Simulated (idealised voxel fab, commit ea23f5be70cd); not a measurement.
voxel self aligned vias: a process module
Cross-sectional view cut (width: 270 nm; square cell size: 5 nm).
We lay out every cross-section as a grid of square cells and spell it out in bands from the top down, where one band means one or more rows of cells.
Quick guide to a band line: top height, bottom height (nm) up front; then every material left to right with its width in nm. Only one material and it's marked "all across"? Then it fills the band edge to edge. And "empty" just means empty space.
It should be noted that heights are counted from 0, beneath which the wafer as supplied is of one material throughout, and that the lowest band possesses no lower boundary but continues downward, as written in "0 nm and below".
A width such as "30..40" changes by the same amount from each row of cells to the next, from the band's top row to its bottom row.
"remains unaltered" means the step left every cell of the cross-section as it was.
If an empty space has no open way to the top and is at least 8 cells in size, "Fully enclosed voids" lists it, written width x height at distance, where distance is measured from the left edge and every value is in nm.
It should be noted that, on the line of a given step, the content following the step's settings is a remark produced by the simulator itself with respect to that step.
The setting "overlay nm" may be written on the line of a step. When the step uses a mask, the value reports how far to the right of the planned place the mask lay, and a negative value reports that it lay to the left.
How should the pairs below be read? Each gives the cross-section before one process step and the cross-section after it, the latter drawn only to the lowest band that changed; the step that lies between them, with its settings, appears under the pair. Does a pair pick up where the pair above left off? Only where its entry headed "State before step" says so, since pairs can come from different runs of this module on the same starting wafer.
# State before step
- 90 nm to 75 nm: resist 40 nm, then empty 50 nm, then resist 20 nm, then empty 50 nm, then resist 20 nm, then empty 50 nm, then resist 40 nm
- 75 nm to 60 nm: aC 40 nm, then empty 50 nm, then aC 20 nm, then empty 50 nm, then aC 20 nm, then empty 50 nm, then aC 40 nm
- 60 nm to 45 nm: lowk all across
- 45 nm to 40 nm: SiN 50 nm, then lowk 30 nm, then SiN 40 nm, then lowk 30 nm, then SiN 40 nm, then lowk 30 nm, then SiN 50 nm
- 40 nm to 25 nm: W 45 nm, then TiN 5 nm, then lowk 30 nm, then TiN 5 nm, then W 30 nm, then TiN 5 nm, then lowk 30 nm, then TiN 5 nm, then W 30 nm, then TiN 5 nm, then lowk 30 nm, then TiN 5 nm, then W 45 nm
- 25 nm to 20 nm: TiN 50 nm, then lowk 30 nm, then TiN 40 nm, then lowk 30 nm, then TiN 40 nm, then lowk 30 nm, then TiN 50 nm
- 20 nm to 15 nm: SiCN all across
- 15 nm to 0 nm: SiO2 all across
- 0 nm and below: Si all across
- Fully enclosed voids: none
# Post-Step Appearance
- 75 nm to 60 nm: aC 40 nm, then empty 50 nm, then aC 20 nm, then empty 50 nm, then aC 20 nm, then empty 50 nm, then aC 40 nm
- Whatever lies below 60 is exactly as it was before.
- Fully enclosed voids: none
What was done to get from the upper cross-section to the lower one? STRIP, etch materials resist
State before step: it's just the after picture from the pair right above this one.
# Post-Step Appearance
- 75 nm to 60 nm: aC 40 nm, then empty 50 nm, then aC 20 nm, then empty 50 nm, then aC 20 nm, then empty 50 nm, then aC 40 nm
- 60 nm to 45 nm: lowk 40 nm, then empty 50 nm, then lowk 20 nm, then empty 50 nm, then lowk 20 nm, then empty 50 nm, then lowk 40 nm
- Whatever lies below 45 is exactly as it was before.
- Fully enclosed voids: none
What was done to get from the upper cross-section to the lower one? DIRECTIONAL_ETCH, etch materials lowk, depth nm 15
State before step: it's just the after picture from the pair right above this one.
# Post-Step Appearance
- 75 nm to 60 nm: aC 40 nm, then empty 50 nm, then aC 20 nm, then empty 50 nm, then aC 20 nm, then empty 50 nm, then aC 40 nm
- 60 nm to 45 nm: lowk 40 nm, then empty 50 nm, then lowk 20 nm, then empty 50 nm, then lowk 20 nm, then empty 50 nm, then lowk 40 nm
- 45 nm to 40 nm: SiN 40 nm, then empty 10 nm, then lowk 30 nm, then empty 10 nm, then SiN 20 nm, then empty 10 nm, then lowk 30 nm, then empty 10 nm, then SiN 20 nm, then empty 10 nm, then lowk 30 nm, then empty 10 nm, then SiN 40 nm
- Whatever lies below 40 is exactly as it was before.
- Fully enclosed voids: none
What was done to get from the upper cross-section to the lower one? DIRECTIONAL_ETCH, etch materials SiN, depth nm 5
State before step: it's just the after picture from the pair right above this one.
# Post-Step Appearance
- 60 nm to 45 nm: lowk 40 nm, then empty 50 nm, then lowk 20 nm, then empty 50 nm, then lowk 20 nm, then empty 50 nm, then lowk 40 nm
- Whatever lies below 45 is exactly as it was before.
- Fully enclosed voids: none
What was done to get from the upper cross-section to the lower one? STRIP, etch materials aC
State before step: it's just the after picture from the pair right above this one.
# Post-Step Appearance
- 65 nm to 60 nm: TiN 45 nm, then empty 40 nm, then TiN 30 nm, then empty 40 nm, then TiN 30 nm, then empty 40 nm, then TiN 45 nm
- 60 nm to 50 nm: lowk 40 nm, then TiN 5 nm, then empty 40 nm, then TiN 5 nm, then lowk 20 nm, then TiN 5 nm, then empty 40 nm, then TiN 5 nm, then lowk 20 nm, then TiN 5 nm, then empty 40 nm, then TiN 5 nm, then lowk 40 nm
- 50 nm to 45 nm: lowk 40 nm, then TiN 50 nm, then lowk 20 nm, then TiN 50 nm, then lowk 20 nm, then TiN 50 nm, then lowk 40 nm
- 45 nm to 40 nm: SiN 40 nm, then TiN 10 nm, then lowk 30 nm, then TiN 10 nm, then SiN 20 nm, then TiN 10 nm, then lowk 30 nm, then TiN 10 nm, then SiN 20 nm, then TiN 10 nm, then lowk 30 nm, then TiN 10 nm, then SiN 40 nm
- Whatever lies below 40 is exactly as it was before.
- Fully enclosed voids: none
What was done to get from the upper cross-section to the lower one? CONFORMAL_DEP, material TiN, thk nm 5
State before step: it's just the after picture from the pair right above this one.
# Post-Step Appearance
- 70 nm to 65 nm: W all across
- 65 nm to 60 nm: TiN 45 nm, then W 40 nm, then TiN 30 nm, then W 40 nm, then TiN 30 nm, then W 40 nm, then TiN 45 nm
- 60 nm to 50 nm: lowk 40 nm, then TiN 5 nm, then W 40 nm, then TiN 5 nm, then lowk 20 nm, then TiN 5 nm, then W 40 nm, then TiN 5 nm, then lowk 20 nm, then TiN 5 nm, then W 40 nm, then TiN 5 nm, then lowk 40 nm
- Whatever lies below 50 is exactly as it was before.
- Fully enclosed voids: none
What was done to get from the upper cross-section to the lower one? FILL_DEP, material W, thk nm 5
State before step: it's just the after picture from the pair right above this one.
# Post-Step Appearance
- 60 nm to 50 nm: lowk 40 nm, then TiN 5 nm, then W 40 nm, then TiN 5 nm, then lowk 20 nm, then TiN 5 nm, then W 40 nm, then TiN 5 nm, then lowk 20 nm, then TiN 5 nm, then W 40 nm, then TiN 5 nm, then lowk 40 nm
- Whatever lies below 50 is exactly as it was before.
- Fully enclosed voids: none
What was done to get from the upper cross-section to the lower one? CMP, height nm 60
State before step: it's just the after picture from the pair right above this one.
# Post-Step Appearance
- 65 nm to 60 nm: SiN all across
- Whatever lies below 60 is exactly as it was before.
- Fully enclosed voids: none
What was done to get from the upper cross-section to the lower one? CONFORMAL_DEP, material SiN, thk nm 5
